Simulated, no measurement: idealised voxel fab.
process module | voxel self aligned contacts
cross-section cut | 170 nm wide | cells 5 nm
A cross-section is a grid of square cells, given in bands from the top down. A band is one or more rows of cells.
Each band's line starts with the height of the band's top and of its bottom, in nm. Then come its materials from left to right, each with its width in nm. One material with "throughout" fills the band from edge to edge. "air" is empty space.
Height 0 is the level under which the wafer as received is all one material. The lowest band goes on downwards, as in "0 down".
A width such as "30 to 40" changes by the same amount from each row of cells to the next, from the band's top row to its bottom row.
"no change" after a step means that no cell of the cross-section changed.
closed voids: empty space of 8 cells or more with no open way to the top, each as width x height at its distance from the left edge, in nm
after a step's settings: what the simulator itself notes on the step
overlay nm, on a step with a mask: how far to the right of its planned place the mask lay; to the left if negative
plan
1 op RECEIVE | material Si
2 op CONFORMAL_DEP | material SiO2 | thk nm 5
3 op DIRECTIONAL_DEP | material polySi | thk nm 30
4 op DIRECTIONAL_DEP | material SiN | thk nm 20
5 op MASKED_ETCH | tone cover | mask id GATE | width nm 35 | pitch nm 70 | etch materials SiN | depth nm 20 | overlay nm 0
6 op MASKED_ETCH | tone cover | mask id GATE | width nm 35 | pitch nm 70 | etch materials polySi | depth nm 30 | overlay nm 0
7 op CONFORMAL_DEP | material SiN | thk nm 5
8 op DIRECTIONAL_ETCH | etch materials SiN | depth nm 5
9 op FILL_DEP | material SiO2 | thk nm 20
10 op CMP | height nm 65
11 op MASKED_ETCH | tone open | mask id CONTACT | width nm 45 | etch materials SiO2 | depth nm 65 | overlay nm 0
12 op CONFORMAL_DEP | material TiN | thk nm 5
13 op FILL_DEP | material Ru | thk nm 10
14 op CMP | height nm 65
15 op CONFORMAL_DEP | material SiCN | thk nm 5
as received, after step 1
  0 down: Si throughout
  closed voids: none
first wafer at the end, as planned
  70 to 65: SiCN throughout
  65 to 55: SiO2 60 | TiN 5 to 15 | Ru 35 to 15 | TiN 5 to 15 | SiO2 65
  55 to 35: SiO2 25 | SiN 45 | TiN 5 | Ru 15 | TiN 5 | SiN 45 | SiO2 30
  35 to 5: SiO2 25 | SiN 5 | polySi 35 | SiN 5 | TiN 5 | Ru 15 | TiN 5 | SiN 5 | polySi 35 | SiN 5 | SiO2 30
  5 to 0: SiO2 70 | TiN 25 | SiO2 75
  0 down: Si throughout
  closed voids: none
second wafer at the end: like start, like plan, one mistake
  70 to 65: SiCN throughout
  65 to 55: SiO2 60 | TiN 5 to 20 | Ru 35 to 5 | TiN 5 to 20 | SiO2 65
  55 to 35: SiO2 20 | SiN 55 | TiN 5 | Ru 5 | TiN 5 | SiN 55 | SiO2 25
  35 to 5: SiO2 20 | SiN 5 | polySi 45 | SiN 5 | TiN 5 | Ru 5 | TiN 5 | SiN 5 | polySi 45 | SiN 5 | SiO2 25
  5 to 0: SiO2 75 | TiN 15 | SiO2 80
  0 down: Si throughout
  closed voids: none
what went wrong: step 5 ran as: op MASKED_ETCH | tone cover | mask id GATE | width nm 45 | pitch nm 70 | etch materials SiN | depth nm 20 | overlay nm 0
at the end the second wafer has, in cells: 22 fewer of Ru | 16 more of SiN | 18 fewer of SiO2 | 24 more of polySi
